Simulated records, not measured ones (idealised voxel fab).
process module | voxel local oxidation
cross-section cut | 160 nm wide | cells 5 nm
A cross-section is a grid of square cells, given in bands from the top down. A band is one or more rows of cells.
Each band's line starts with the height of the band's top and of its bottom, in nm. Then come its materials from left to right, each with its width in nm. One material with "throughout" fills the band from edge to edge. "air" is empty space.
Height 0 is the level under which the wafer as received is all one material. The lowest band goes on downwards, as in "0 down".
A width such as "30 to 40" changes by the same amount from each row of cells to the next, from the band's top row to its bottom row.
"no change" after a step means that no cell of the cross-section changed.
closed voids: empty space of 8 cells or more with no open way to the top, each as width x height at its distance from the left edge, in nm
after a step's settings: what the simulator itself notes on the step
overlay nm, on a step with a mask: how far to the right of its planned place the mask lay; to the left if negative
plan
1 op RECEIVE | material Si
2 op CONFORMAL_DEP | material SiO2 | thk nm 5
3 op CONFORMAL_DEP | material SiN | thk nm 15
4 op PATTERN | tone cover | mask id ACTIVE | material resist | width nm 115 | thk nm 20 | overlay nm 0
5 op DIRECTIONAL_ETCH | etch materials SiN | depth nm 15
6 op STRIP | etch materials resist
7 op SELECTIVE_ETCH | etch materials SiO2 | depth nm 5
8 op OXIDIZE | depth nm 15
9 op STRIP | etch materials SiN
as received, after step 1
  0 down: Si throughout
  closed voids: none
a wafer at the end: this start, this plan, one mistake
  5 to 0: SiO2 15 | air 125 | SiO2 20
  0 to -15: SiO2 155 | Si 5
  -15 down: Si throughout
  closed voids: none
what went wrong: step 4 ran as: op PATTERN | tone open | mask id ACTIVE | material resist | width nm 115 | thk nm 20 | overlay nm 0
